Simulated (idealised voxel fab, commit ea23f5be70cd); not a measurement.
Process module heading - voxel self aligned contacts
In the cross-section labelled cut, the width is 185 nm and each square cell is 5 nm.
Square cells in a grid make up a cross-section in this document, and the grid is given as bands, listed from the top down, each one or more rows of cells.
Basically the band line says how high the top is and how high the bottom is, in nm, and then what's in it from left to right, every material with its width in nm. Empty space shows up as "blank", and if a single material carries "edge to edge" it runs the full band edge to edge.
Height is counted from the level 0, under which the received wafer is composed throughout of one material. The lowest of the bands is not closed at the bottom but continues downward, in the notation "z 0 and below".
The notation "30->40" denotes a width that varies across the rows of cells in the band, beginning at the first number in the top row, finishing at the second number in the bottom row, and changing by an identical amount from each row to the next.
"changes: none" -> step changed no cross-section cell.
If an empty space has no open way to the top and is at least 8 cells in size, "Sealed voids" lists it, written width x height at distance, where distance is measured from the left edge and every value is in nm.
Anything after a step's settings on that line? It's the simulator's own note about the step.
overlay nm: mask offset rightward from planned place, masked step; negative means leftward offset.

The steps planned for the process are as follows
| 1 | RECEIVE | material Si |
| 2 | CONFORMAL_DEP | material SiO2 | thk nm 5 |
| 3 | DIRECTIONAL_DEP | material polySi | thk nm 25 |
| 4 | DIRECTIONAL_DEP | material SiN | thk nm 25 |
| 5 | DIRECTIONAL_DEP | material aC | thk nm 15 |
| 6 | PATTERN | tone cover | mask id GATE | material resist | width nm 30 | pitch nm 75 | thk nm 30 | overlay nm 0 |
| 7 | DIRECTIONAL_ETCH | etch materials aC | depth nm 15 |
| 8 | STRIP | etch materials resist |
| 9 | DIRECTIONAL_ETCH | etch materials SiN | depth nm 25 |
| 10 | DIRECTIONAL_ETCH | etch materials polySi | depth nm 25 |
| 11 | STRIP | etch materials aC |
| 12 | CONFORMAL_DEP | material SiN | thk nm 10 |
| 13 | DIRECTIONAL_ETCH | etch materials SiN | depth nm 10 |
| 14 | FILL_DEP | material SiO2 | thk nm 15 |
| 15 | CMP | height nm 60 |
| 16 | MASKED_ETCH | tone open | mask id CONTACT | width nm 55 | etch materials SiO2 | depth nm 60 | overlay nm 0 |
| 17 | CONFORMAL_DEP | material TiN | thk nm 5 |
| 18 | FILL_DEP | material Ru | thk nm 10 |
| 19 | CMP | height nm 60 |
| 20 | CONFORMAL_DEP | material SiCN | thk nm 5 |

Here's what the wafer looked like in cross-section when it arrived - that's after step 1
  z 0 and below = Si edge to edge
  Sealed voids: none

first wafer at the end, as planned
  z 65 to 60 = SiCN edge to edge
  z 60 to 55 = 65 of SiO2; 20 of TiN; 15 of Ru; 20 of TiN; 65 of SiO2
  z 55 to 30 = 30 of SiO2; 50 of SiN; 5 of TiN; 15 of Ru; 5 of TiN; 50 of SiN; 30 of SiO2
  z 30 to 5 = 30 of SiO2; 10 of SiN; 30 of polySi; 10 of SiN; 5 of TiN; 15 of Ru; 5 of TiN; 10 of SiN; 30 of polySi; 10 of SiN; 30 of SiO2
  z 5 to 0 = 80 of SiO2; 25 of TiN; 80 of SiO2
  z 0 and below = Si edge to edge
  Sealed voids: none

Now the second wafer, cross-sectioned at the end of the module. Nothing different at the start, nothing different in the plan compared with the first, just one mistake when it was actually run
  z 65 to 60 = SiCN edge to edge
  z 60 to 55 = 30 of SiO2; 50 of SiCN; 5 of TiN; 15 of Ru; 5 of TiN; 50 of SiCN; 30 of SiO2
  z 55 to 30 = 30 of SiO2; 10 of SiCN; 30 of SiN; 10 of SiCN; 5 of TiN; 15 of Ru; 5 of TiN; 10 of SiCN; 30 of SiN; 10 of SiCN; 30 of SiO2
  z 30 to 20 = 30 of SiO2; 10 of SiCN; 30 of polySi; 10 of SiCN; 5 of TiN; 15 of Ru; 5 of TiN; 10 of SiCN; 30 of polySi; 10 of SiCN; 30 of SiO2
  z 20 to 15 = 30 of SiO2; 10 of SiCN; 30 of polySi; 10 of SiCN; 25 of TiN; 10 of SiCN; 30 of polySi; 10 of SiCN; 30 of SiO2
  z 15 to 5 = 40 of SiCN; 30 of polySi; 45 of SiCN; 30 of polySi; 40 of SiCN
  z 5 to 0 = SiO2 edge to edge
  z 0 and below = Si edge to edge
  Sealed voids: none
In executing the process, a mistake was made relative to the plan: the process deviated at step 12: the operation and settings actually run there were CONFORMAL_DEP | material SiCN | thk nm 10
Bottom line after processing is that, in cells, the second wafer is up or down on some materials versus the first: -9 Ru | +134 SiCN | -80 SiN | -33 SiO2 | -12 TiN
